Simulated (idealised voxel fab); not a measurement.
Documented hereafter: the process module known as voxel capacitor over wiring.
Each square cell in cross-section cut measures 5 nm, and the section as a whole is 295 nm wide.
Cross-section, as written here: a square-cell grid given band by band from the top down, where a band holds one or more rows of cells. Top height, bottom height, nm. Materials left to right, width each, nm. Single material + "all across" = fills band edge to edge. "air" = empty. Heads up on the height convention: 0 is the point under which the incoming wafer is all one material, and the lowest band has no bottom, it just keeps going down, like "from 0 down". A width given as "30..40" starts at the first number in the band's top row and ends at the second number in its bottom row, shifting by an equal amount at every step from row to row. You'll sometimes find "left unchanged" written for a step, and that's the way of saying that nowhere in the cross-section did a cell change during that step. Empty spaces counting at least 8 cells and having no open way to the top are listed in "Completely sealed voids". The notation width x height at distance is used for each, the distance being from the left edge and all three values in nm. The remark found on a step's line after its settings is issued by the simulator itself and pertains to that step. "overlay nm" on a masked step: distance the mask lay right of its planned place, negative for left.
Planned step list for the process:
- 1: RECEIVE with material Si
- 2: CONFORMAL_DEP with material SiO2, thk nm 10
- 3: DIRECTIONAL_DEP with material TiN, thk nm 5
- 4: DIRECTIONAL_DEP with material W, thk nm 20
- 5: MASKED_ETCH with tone cover, mask id METAL_1, width nm 30, pitch nm 100, etch materials W, depth nm 20, overlay nm 0
- 6: MASKED_ETCH with tone cover, mask id METAL_1, width nm 30, pitch nm 100, etch materials TiN, depth nm 5, overlay nm 0
- 7: FILL_DEP with material SiO2, thk nm 5
- 8: CMP with height nm 35
- 9: CONFORMAL_DEP with material SiCN, thk nm 5
- 10: DIRECTIONAL_DEP with material lowk, thk nm 20
- 11: MASKED_ETCH with tone open, mask id PLUG_1, width nm 15, etch materials lowk, depth nm 20, overlay nm 0
- 12: MASKED_ETCH with tone open, mask id PLUG_1, width nm 15, etch materials SiCN, depth nm 5, overlay nm 0
- 13: EPI with material Ru, thk nm 10
- 14: EPI with material Ru, thk nm 10
- 15: EPI with material Ru, thk nm 5
- 16: DIRECTIONAL_DEP with material TiN, thk nm 5
- 17: DIRECTIONAL_DEP with material Al2O3, thk nm 5
- 18: DIRECTIONAL_DEP with material TiN, thk nm 5
- 19: DIRECTIONAL_DEP with material aC, thk nm 15
- 20: PATTERN with tone cover, mask id UPPER_PLATE, material resist, width nm 75, thk nm 30, overlay nm 0
- 21: DIRECTIONAL_ETCH with etch materials aC, depth nm 15
- 22: STRIP with etch materials resist
- 23: DIRECTIONAL_ETCH with etch materials TiN, depth nm 5
- 24: DIRECTIONAL_ETCH with etch materials Al2O3, depth nm 5
- 25: STRIP with etch materials aC
- 26: DIRECTIONAL_DEP with material aC, thk nm 10
- 27: PATTERN with tone cover, mask id LOWER_PLATE, material resist, width nm 85, thk nm 30, overlay nm 0
- 28: DIRECTIONAL_ETCH with etch materials aC, depth nm 10
- 29: STRIP with etch materials resist
- 30: DIRECTIONAL_ETCH with etch materials TiN, depth nm 5
- 31: STRIP with etch materials aC
- 32: FILL_DEP with material SiO2, thk nm 20
- 33: CMP with height nm 90
- 34: PATTERN with tone open, mask id PLUG_2, material resist, width nm 15, thk nm 15, overlay nm 0
- 35: DIRECTIONAL_ETCH with etch materials SiO2, depth nm 15
- 36: STRIP with etch materials resist
- 37: CONFORMAL_DEP with material TiN, thk nm 5
- 38: FILL_DEP with material Ru, thk nm 10
- 39: CMP with height nm 90
- 40: CONFORMAL_DEP with material SiCN, thk nm 5
The first of the two wafers, which ran as planned:
Cross-section of the wafer as it came to us, i.e., already through step 1:
* from 0 down | Si all across
* Completely sealed voids: none
Wafer xsec, post step 2:
* from 10 to 0 | SiO2 all across
* Nothing below the height 0 has changed.
Wafer xsec, post step 3:
* from 15 to 10 | TiN all across
* Nothing below the height 10 has changed.
Wafer xsec, post step 4:
* from 35 to 15 | W all across
* Nothing below the height 15 has changed.
Wafer xsec, post step 5:
* from 35 to 15 | 80 of air / 30 of W / 70 of air / 30 of W / 85 of air
* Nothing below the height 15 has changed.
Wafer xsec, post step 6:
* from 35 to 15 | 80 of air / 30 of W / 70 of air / 30 of W / 85 of air
* from 15 to 10 | 80 of air / 30 of TiN / 70 of air / 30 of TiN / 85 of air
* Nothing below the height 10 has changed.
Wafer xsec, post step 7:
* from 40 to 35 | SiO2 all across
* from 35 to 15 | 80 of SiO2 / 30 of W / 70 of SiO2 / 30 of W / 85 of SiO2
* from 15 to 10 | 80 of SiO2 / 30 of TiN / 70 of SiO2 / 30 of TiN / 85 of SiO2
* Nothing below the height 10 has changed.
Wafer xsec, post step 8:
* from 35 to 15 | 80 of SiO2 / 30 of W / 70 of SiO2 / 30 of W / 85 of SiO2
* Nothing below the height 15 has changed.
Wafer xsec, post step 9:
* from 40 to 35 | SiCN all across
* Nothing below the height 35 has changed.
Wafer xsec, post step 10:
* from 60 to 40 | lowk all across
* Nothing below the height 40 has changed.
Wafer xsec, post step 11:
* from 60 to 40 | 95 of lowk / 15 of air / 185 of lowk
* Nothing below the height 40 has changed.
Wafer xsec, post step 12:
* from 60 to 40 | 95 of lowk / 15 of air / 185 of lowk
* from 40 to 35 | 95 of SiCN / 15 of air / 185 of SiCN
* Nothing below the height 35 has changed.
Wafer xsec, post step 13:
* from 60 to 45 | 95 of lowk / 15 of air / 185 of lowk
* from 45 to 40 | 95 of lowk / 15 of Ru / 185 of lowk
* from 40 to 35 | 95 of SiCN / 15 of Ru / 185 of SiCN
* Nothing below the height 35 has changed.
Wafer xsec, post step 14:
* from 60 to 55 | 95 of lowk / 15 of air / 185 of lowk
* from 55 to 40 | 95 of lowk / 15 of Ru / 185 of lowk
* Nothing below the height 40 has changed.
Wafer xsec, post step 15:
* from 60 to 40 | 95 of lowk / 15 of Ru / 185 of lowk
* Nothing below the height 40 has changed.
Wafer xsec, post step 16:
* from 65 to 60 | TiN all across
* Nothing below the height 60 has changed.
Wafer xsec, post step 17:
* from 70 to 65 | Al2O3 all across
* Nothing below the height 65 has changed.
Wafer xsec, post step 18:
* from 75 to 70 | TiN all across
* Nothing below the height 70 has changed.
Wafer xsec, post step 19:
* from 90 to 75 | aC all across
* Nothing below the height 75 has changed.
Wafer xsec, post step 20:
* from 120 to 90 | 95 of air / 75 of resist / 125 of air
* Nothing below the height 90 has changed.
Wafer xsec, post step 21:
* from 105 to 90 | 95 of air / 75 of resist / 125 of air
* from 90 to 75 | 95 of air / 75 of aC / 125 of air
* Nothing below the height 75 has changed.
Wafer xsec, post step 22:
* from 90 to 75 | 95 of air / 75 of aC / 125 of air
* Nothing below the height 75 has changed.
Wafer xsec, post step 23:
* from 90 to 75 | 95 of air / 75 of aC / 125 of air
* from 75 to 70 | 95 of air / 75 of TiN / 125 of air
* Nothing below the height 70 has changed.
Wafer xsec, post step 24:
* from 90 to 75 | 95 of air / 75 of aC / 125 of air
* from 75 to 70 | 95 of air / 75 of TiN / 125 of air
* from 70 to 65 | 95 of air / 75 of Al2O3 / 125 of air
* Nothing below the height 65 has changed.
Wafer xsec, post step 25:
* from 75 to 70 | 95 of air / 75 of TiN / 125 of air
* Nothing below the height 70 has changed.
Wafer xsec, post step 26:
* from 85 to 75 | 95 of air / 75 of aC / 125 of air
* from 75 to 70 | 95 of aC / 75 of TiN / 125 of aC
* from 70 to 65 | 95 of aC / 75 of Al2O3 / 125 of aC
* Nothing below the height 65 has changed.
Wafer xsec, post step 27:
* from 115 to 85 | 90 of air / 85 of resist / 120 of air
* from 85 to 75 | 90 of air / 5 of resist / 75 of aC / 5 of resist / 120 of air
* Nothing below the height 75 has changed.
Wafer xsec, post step 28:
* from 105 to 85 | 90 of air / 85 of resist / 120 of air
* from 85 to 75 | 90 of air / 5 of resist / 75 of aC / 5 of resist / 120 of air
* from 75 to 70 | 90 of air / 5 of aC / 75 of TiN / 5 of aC / 120 of air
* from 70 to 65 | 90 of air / 5 of aC / 75 of Al2O3 / 5 of aC / 120 of air
* Nothing below the height 65 has changed.
Wafer xsec, post step 29:
* from 85 to 75 | 95 of air / 75 of aC / 125 of air
* Nothing below the height 75 has changed.
Wafer xsec, post step 30:
* from 85 to 75 | 95 of air / 75 of aC / 125 of air
* from 75 to 70 | 90 of air / 5 of aC / 75 of TiN / 5 of aC / 120 of air
* from 70 to 65 | 90 of air / 5 of aC / 75 of Al2O3 / 5 of aC / 120 of air
* from 65 to 60 | 90 of air / 85 of TiN / 120 of air
* Nothing below the height 60 has changed.
Wafer xsec, post step 31:
* from 75 to 70 | 95 of air / 75 of TiN / 125 of air
* from 70 to 65 | 95 of air / 75 of Al2O3 / 125 of air
* Nothing below the height 65 has changed.
Wafer xsec, post step 32:
* from 95 to 75 | SiO2 all across
* from 75 to 70 | 95 of SiO2 / 75 of TiN / 125 of SiO2
* from 70 to 65 | 95 of SiO2 / 75 of Al2O3 / 125 of SiO2
* from 65 to 60 | 90 of SiO2 / 85 of TiN / 120 of SiO2
* Nothing below the height 60 has changed.
Wafer xsec, post step 33:
* from 90 to 75 | SiO2 all across
* Nothing below the height 75 has changed.
Wafer xsec, post step 34:
* from 105 to 90 | 105 of resist / 15 of air / 175 of resist
* Nothing below the height 90 has changed.
Wafer xsec, post step 35:
* from 105 to 90 | 105 of resist / 15 of air / 175 of resist
* from 90 to 75 | 105 of SiO2 / 15 of air / 175 of SiO2
* Nothing below the height 75 has changed.
Wafer xsec, post step 36:
* from 90 to 75 | 105 of SiO2 / 15 of air / 175 of SiO2
* Nothing below the height 75 has changed.
Wafer xsec, post step 37:
* from 95 to 90 | 110 of TiN / 5 of air / 180 of TiN
* from 90 to 80 | 105 of SiO2 / 5 of TiN / 5 of air / 5 of TiN / 175 of SiO2
* from 80 to 70 | 105..95 of SiO2 / 15..75 of TiN / 175..125 of SiO2
* Nothing below the height 70 has changed.
Wafer xsec, post step 38:
* from 105 to 95 | Ru all across
* from 95 to 90 | 110 of TiN / 5 of Ru / 180 of TiN
* from 90 to 80 | 105 of SiO2 / 5 of TiN / 5 of Ru / 5 of TiN / 175 of SiO2
* Nothing below the height 80 has changed.
Wafer xsec, post step 39:
* from 90 to 80 | 105 of SiO2 / 5 of TiN / 5 of Ru / 5 of TiN / 175 of SiO2
* Nothing below the height 80 has changed.
Wafer xsec, post step 40:
* from 95 to 90 | SiCN all across
* Nothing below the height 90 has changed.
Second wafer, same starting conditions and recipe as the first, one mistake in executing it, nothing differs from the first up to and including step 2:
X-section, second wafer, when step 3 was due to finish:
* from 30 to 10 | W all across
* Nothing below the height 10 has changed.
X-section, second wafer, when step 4 was due to finish:
* from 35 to 30 | TiN all across
* Nothing below the height 30 has changed.
X-section, second wafer, when step 5 was due to finish: left unchanged
X-section, second wafer, when step 6 was due to finish:
* from 35 to 30 | 80 of air / 30 of TiN / 70 of air / 30 of TiN / 85 of air
* Nothing below the height 30 has changed.
X-section, second wafer, when step 7 was due to finish:
* from 40 to 35 | SiO2 all across
* from 35 to 30 | 80 of SiO2 / 30 of TiN / 70 of SiO2 / 30 of TiN / 85 of SiO2
* Nothing below the height 30 has changed.
X-section, second wafer, when step 8 was due to finish:
* from 35 to 30 | 80 of SiO2 / 30 of TiN / 70 of SiO2 / 30 of TiN / 85 of SiO2
* Nothing below the height 30 has changed.
X-section, second wafer, when step 9 was due to finish:
* from 40 to 35 | SiCN all across
* Nothing below the height 35 has changed.
X-section, second wafer, when step 10 was due to finish:
* from 60 to 40 | lowk all across
* Nothing below the height 40 has changed.
X-section, second wafer, when step 11 was due to finish:
* from 60 to 40 | 95 of lowk / 15 of air / 185 of lowk
* Nothing below the height 40 has changed.
X-section, second wafer, when step 12 was due to finish:
* from 60 to 40 | 95 of lowk / 15 of air / 185 of lowk
* from 40 to 35 | 95 of SiCN / 15 of air / 185 of SiCN
* Nothing below the height 35 has changed.
X-section, second wafer, when step 13 was due to finish:
* from 60 to 45 | 95 of lowk / 15 of air / 185 of lowk
* from 45 to 40 | 95 of lowk / 15 of Ru / 185 of lowk
* from 40 to 35 | 95 of SiCN / 15 of Ru / 185 of SiCN
* Nothing below the height 35 has changed.
X-section, second wafer, when step 14 was due to finish:
* from 60 to 55 | 95 of lowk / 15 of air / 185 of lowk
* from 55 to 40 | 95 of lowk / 15 of Ru / 185 of lowk
* Nothing below the height 40 has changed.
X-section, second wafer, when step 15 was due to finish:
* from 60 to 40 | 95 of lowk / 15 of Ru / 185 of lowk
* Nothing below the height 40 has changed.
X-section, second wafer, when step 16 was due to finish:
* from 65 to 60 | TiN all across
* Nothing below the height 60 has changed.
X-section, second wafer, when step 17 was due to finish:
* from 70 to 65 | Al2O3 all across
* Nothing below the height 65 has changed.
X-section, second wafer, when step 18 was due to finish:
* from 75 to 70 | TiN all across
* Nothing below the height 70 has changed.
X-section, second wafer, when step 19 was due to finish:
* from 90 to 75 | aC all across
* Nothing below the height 75 has changed.
X-section, second wafer, when step 20 was due to finish:
* from 120 to 90 | 95 of air / 75 of resist / 125 of air
* Nothing below the height 90 has changed.
X-section, second wafer, when step 21 was due to finish:
* from 105 to 90 | 95 of air / 75 of resist / 125 of air
* from 90 to 75 | 95 of air / 75 of aC / 125 of air
* Nothing below the height 75 has changed.
X-section, second wafer, when step 22 was due to finish:
* from 90 to 75 | 95 of air / 75 of aC / 125 of air
* Nothing below the height 75 has changed.
X-section, second wafer, when step 23 was due to finish:
* from 90 to 75 | 95 of air / 75 of aC / 125 of air
* from 75 to 70 | 95 of air / 75 of TiN / 125 of air
* Nothing below the height 70 has changed.
X-section, second wafer, when step 24 was due to finish:
* from 90 to 75 | 95 of air / 75 of aC / 125 of air
* from 75 to 70 | 95 of air / 75 of TiN / 125 of air
* from 70 to 65 | 95 of air / 75 of Al2O3 / 125 of air
* Nothing below the height 65 has changed.
X-section, second wafer, when step 25 was due to finish:
* from 75 to 70 | 95 of air / 75 of TiN / 125 of air
* Nothing below the height 70 has changed.
X-section, second wafer, when step 26 was due to finish:
* from 85 to 75 | 95 of air / 75 of aC / 125 of air
* from 75 to 70 | 95 of aC / 75 of TiN / 125 of aC
* from 70 to 65 | 95 of aC / 75 of Al2O3 / 125 of aC
* Nothing below the height 65 has changed.
X-section, second wafer, when step 27 was due to finish:
* from 115 to 85 | 90 of air / 85 of resist / 120 of air
* from 85 to 75 | 90 of air / 5 of resist / 75 of aC / 5 of resist / 120 of air
* Nothing below the height 75 has changed.
X-section, second wafer, when step 28 was due to finish:
* from 105 to 85 | 90 of air / 85 of resist / 120 of air
* from 85 to 75 | 90 of air / 5 of resist / 75 of aC / 5 of resist / 120 of air
* from 75 to 70 | 90 of air / 5 of aC / 75 of TiN / 5 of aC / 120 of air
* from 70 to 65 | 90 of air / 5 of aC / 75 of Al2O3 / 5 of aC / 120 of air
* Nothing below the height 65 has changed.
X-section, second wafer, when step 29 was due to finish:
* from 85 to 75 | 95 of air / 75 of aC / 125 of air
* Nothing below the height 75 has changed.
X-section, second wafer, when step 30 was due to finish:
* from 85 to 75 | 95 of air / 75 of aC / 125 of air
* from 75 to 70 | 90 of air / 5 of aC / 75 of TiN / 5 of aC / 120 of air
* from 70 to 65 | 90 of air / 5 of aC / 75 of Al2O3 / 5 of aC / 120 of air
* from 65 to 60 | 90 of air / 85 of TiN / 120 of air
* Nothing below the height 60 has changed.
X-section, second wafer, when step 31 was due to finish:
* from 75 to 70 | 95 of air / 75 of TiN / 125 of air
* from 70 to 65 | 95 of air / 75 of Al2O3 / 125 of air
* Nothing below the height 65 has changed.
X-section, second wafer, when step 32 was due to finish:
* from 95 to 75 | SiO2 all across
* from 75 to 70 | 95 of SiO2 / 75 of TiN / 125 of SiO2
* from 70 to 65 | 95 of SiO2 / 75 of Al2O3 / 125 of SiO2
* from 65 to 60 | 90 of SiO2 / 85 of TiN / 120 of SiO2
* Nothing below the height 60 has changed.
X-section, second wafer, when step 33 was due to finish:
* from 90 to 75 | SiO2 all across
* Nothing below the height 75 has changed.
X-section, second wafer, when step 34 was due to finish:
* from 105 to 90 | 105 of resist / 15 of air / 175 of resist
* Nothing below the height 90 has changed.
X-section, second wafer, when step 35 was due to finish:
* from 105 to 90 | 105 of resist / 15 of air / 175 of resist
* from 90 to 75 | 105 of SiO2 / 15 of air / 175 of SiO2
* Nothing below the height 75 has changed.
X-section, second wafer, when step 36 was due to finish:
* from 90 to 75 | 105 of SiO2 / 15 of air / 175 of SiO2
* Nothing below the height 75 has changed.
X-section, second wafer, when step 37 was due to finish:
* from 95 to 90 | 110 of TiN / 5 of air / 180 of TiN
* from 90 to 80 | 105 of SiO2 / 5 of TiN / 5 of air / 5 of TiN / 175 of SiO2
* from 80 to 70 | 105..95 of SiO2 / 15..75 of TiN / 175..125 of SiO2
* Nothing below the height 70 has changed.
X-section, second wafer, when step 38 was due to finish:
* from 105 to 95 | Ru all across
* from 95 to 90 | 110 of TiN / 5 of Ru / 180 of TiN
* from 90 to 80 | 105 of SiO2 / 5 of TiN / 5 of Ru / 5 of TiN / 175 of SiO2
* Nothing below the height 80 has changed.
X-section, second wafer, when step 39 was due to finish:
* from 90 to 80 | 105 of SiO2 / 5 of TiN / 5 of Ru / 5 of TiN / 175 of SiO2
* Nothing below the height 80 has changed.
X-section, second wafer, when step 40 was due to finish:
* from 95 to 90 | SiCN all across
* Nothing below the height 90 has changed.
Processing error: steps 3 and 4 got flipped, so each one ran where the other should have
Upon completion, the second wafer contains, in terms of cells, a greater or smaller amount of certain materials than the first wafer: SiO2 -188; W +188
